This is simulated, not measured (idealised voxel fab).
process module | voxel ribs on slabs
cross-section cut | 205 nm wide | cells 5 nm
A cross-section is a grid of square cells, given in bands from the top down. A band is one or more rows of cells.
Each band's line starts with the height of the band's top and of its bottom, in nm. Then come its materials from left to right, each with its width in nm. One material with "throughout" fills the band from edge to edge. "air" is empty space.
Height 0 is the level under which the wafer as received is all one material. The lowest band goes on downwards, as in "0 down".
A width such as "30 to 40" changes by the same amount from each row of cells to the next, from the band's top row to its bottom row.
"no change" after a step means that no cell of the cross-section changed.
closed voids: empty space of 8 cells or more with no open way to the top, each as width x height at its distance from the left edge, in nm
after a step's settings: what the simulator itself notes on the step
overlay nm, on a step with a mask: how far to the right of its planned place the mask lay; to the left if negative
plan
1 op RECEIVE | material Si
2 op DIRECTIONAL_DEP | material SiO2 | thk nm 25
3 op DIRECTIONAL_DEP | material SiN | thk nm 15
4 op DIRECTIONAL_DEP | material aC | thk nm 10
5 op PATTERN | tone cover | mask id RIB | material resist | width nm 20 | thk nm 25 | overlay nm 0
6 op DIRECTIONAL_ETCH | etch materials aC | depth nm 10
7 op STRIP | etch materials resist
8 op DIRECTIONAL_ETCH | etch materials SiN | depth nm 5
9 op STRIP | etch materials aC
10 op MASKED_ETCH | tone cover | mask id SLAB | width nm 60 | etch materials SiN | depth nm 10 | overlay nm 0
11 op FILL_DEP | material SiO2 | thk nm 15
12 op CMP | height nm 50
13 op DIRECTIONAL_DEP | material W | thk nm 10
14 op PATTERN | tone cover | mask id HEATER | material resist | width nm 30 | thk nm 15 | overlay nm 0
15 op DIRECTIONAL_ETCH | etch materials W | depth nm 10
16 op STRIP | etch materials resist
17 op CONFORMAL_DEP | material SiN | thk nm 5
first wafer, as planned
as received, after step 1
  0 down: Si throughout
  closed voids: none
after step 2
  25 to 0: SiO2 throughout
  below 0: unchanged
after step 3
  40 to 25: SiN throughout
  below 25: unchanged
after step 4
  50 to 40: aC throughout
  below 40: unchanged
after step 5
  75 to 50: air 90 | resist 20 | air 95
  below 50: unchanged
after step 6
  65 to 50: air 90 | resist 20 | air 95
  50 to 40: air 90 | aC 20 | air 95
  below 40: unchanged
after step 7
  50 to 40: air 90 | aC 20 | air 95
  below 40: unchanged
after step 8
  50 to 40: air 90 | aC 20 | air 95
  40 to 35: air 90 | SiN 20 | air 95
  below 35: unchanged
after step 9
  40 to 35: air 90 | SiN 20 | air 95
  below 35: unchanged
after step 10
  40 to 35: air 90 | SiN 20 | air 95
  35 to 25: air 70 | SiN 60 | air 75
  below 25: unchanged
after step 11
  55 to 40: SiO2 throughout
  40 to 35: SiO2 90 | SiN 20 | SiO2 95
  35 to 25: SiO2 70 | SiN 60 | SiO2 75
  below 25: unchanged
after step 12
  50 to 40: SiO2 throughout
  below 40: unchanged
after step 13
  60 to 50: W throughout
  below 50: unchanged
after step 14
  75 to 60: air 85 | resist 30 | air 90
  below 60: unchanged
after step 15
  75 to 60: air 85 | resist 30 | air 90
  60 to 50: air 85 | W 30 | air 90
  below 50: unchanged
after step 16
  60 to 50: air 85 | W 30 | air 90
  below 50: unchanged
after step 17
  65 to 60: air 80 | SiN 40 | air 85
  60 to 55: air 80 | SiN 5 | W 30 | SiN 5 | air 85
  55 to 50: SiN 85 | W 30 | SiN 90
  below 50: unchanged
second wafer: like start, like plan, one mistake. Through step 2 it matches the first wafer
when step 3 should have ended
  55 to 25: SiN throughout
  below 25: unchanged
when step 4 should have ended
  65 to 55: aC throughout
  below 55: unchanged
when step 5 should have ended
  90 to 65: air 90 | resist 20 | air 95
  below 65: unchanged
when step 6 should have ended
  80 to 65: air 90 | resist 20 | air 95
  65 to 55: air 90 | aC 20 | air 95
  below 55: unchanged
when step 7 should have ended
  65 to 55: air 90 | aC 20 | air 95
  below 55: unchanged
when step 8 should have ended
  65 to 55: air 90 | aC 20 | air 95
  55 to 50: air 90 | SiN 20 | air 95
  below 50: unchanged
when step 9 should have ended
  55 to 50: air 90 | SiN 20 | air 95
  below 50: unchanged
when step 10 should have ended
  55 to 50: air 90 | SiN 20 | air 95
  50 to 40: air 70 | SiN 60 | air 75
  below 40: unchanged
when step 11 should have ended
  70 to 55: SiO2 throughout
  55 to 50: SiO2 90 | SiN 20 | SiO2 95
  50 to 40: SiO2 70 | SiN 60 | SiO2 75
  below 40: unchanged
when step 12 should have ended
  50 to 40: SiO2 70 | SiN 60 | SiO2 75
  below 40: unchanged
when step 13 should have ended
  60 to 50: W throughout
  below 50: unchanged
when step 14 should have ended
  75 to 60: air 85 | resist 30 | air 90
  below 60: unchanged
when step 15 should have ended
  75 to 60: air 85 | resist 30 | air 90
  60 to 50: air 85 | W 30 | air 90
  below 50: unchanged
when step 16 should have ended
  60 to 50: air 85 | W 30 | air 90
  below 50: unchanged
when step 17 should have ended
  65 to 60: air 80 | SiN 40 | air 85
  60 to 55: air 80 | SiN 5 | W 30 | SiN 5 | air 85
  55 to 50: SiN 85 | W 30 | SiN 90
  below 50: unchanged
what went wrong: step 3 was run twice
at the end the second wafer has, in cells: 119 more of SiN | 119 fewer of SiO2
